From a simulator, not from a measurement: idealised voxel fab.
The following process module bears the name voxel ribs on slabs.
This is section cut - it's 140 nm across, gridded in 5 nm square cells.
This document writes a cross-section as a grid whose cells are square, and gives it as bands, listed from the top down; one or more rows of cells form a band. The entry gives the band's vertical extent as a top height and a bottom height in nm, then its horizontal make-up as materials from left to right, each with a width in nm. "air" stands for empty space; a single material marked "throughout" fills the band edge to edge. Where do heights start? At 0: under that level the wafer as delivered is made of one material only. And the lowest band has no floor; it just carries on downward, as in "0 down". Width "30 to 40": first value at the band's top row of cells, second value at its bottom row, equal change from row to row. For the purposes of this document, the phrase "remains unaltered" attached to a step denotes that no cell within the cross-section was modified by that step. Closed empty spaces (no open way to the top) of 8 cells or more are what "Unvented internal voids" lists, each as width x height at distance from the left edge, nm for all three. Where a step's line continues beyond its settings, the continuation is a remark by the simulator itself on that step. "overlay nm" denotes, for a step that has a mask, the displacement of the mask to the right of its planned place, with negative values corresponding to the left.

[List of planned process steps]
1. op RECEIVE | material Si
2. op DIRECTIONAL_DEP | material SiO2 | thk nm 20
3. op DIRECTIONAL_DEP | material polySi | thk nm 25
4. op PATTERN | tone cover | mask id RIB | material resist | width nm 30 | thk nm 15 | overlay nm 0
5. op DIRECTIONAL_ETCH | etch materials polySi | depth nm 10
6. op STRIP | etch materials resist
7. op DIRECTIONAL_DEP | material aC | thk nm 15
8. op PATTERN | tone cover | mask id SLAB | material resist | width nm 90 | thk nm 30 | overlay nm 0
9. op DIRECTIONAL_ETCH | etch materials aC | depth nm 15
10. op STRIP | etch materials resist
11. op DIRECTIONAL_ETCH | etch materials polySi | depth nm 15
12. op STRIP | etch materials aC
13. op FILL_DEP | material SiO2 | thk nm 25
14. op CMP | height nm 60
15. op DIRECTIONAL_DEP | material W | thk nm 10
16. op MASKED_ETCH | tone cover | mask id HEATER | width nm 40 | etch materials W | depth nm 10 | overlay nm 0
17. op CONFORMAL_DEP | material SiN | thk nm 10

[Incoming wafer in cross-section (state: after step 1)]
* 0 down  Si throughout
* Unvented internal voids: none

[The module was run from the start shown above using the plan shown above, but one mistake was made doing it; the resulting wafer cross-section is below]
* 80 to 70  air 40; SiN 60; air 40
* 70 to 60  SiN 50; W 40; SiN 50
* 60 to 40  SiO2 throughout
* 40 to 30  SiO2 55; polySi 30; SiO2 55
* 30 to 15  SiO2 25; polySi 90; SiO2 25
* 15 to 0  SiO2 throughout
* 0 down  Si throughout
* Unvented internal voids: none
Here's what went sideways: off-plan run, step 2, actual operation and settings op DIRECTIONAL_DEP | material SiO2 | thk nm 15
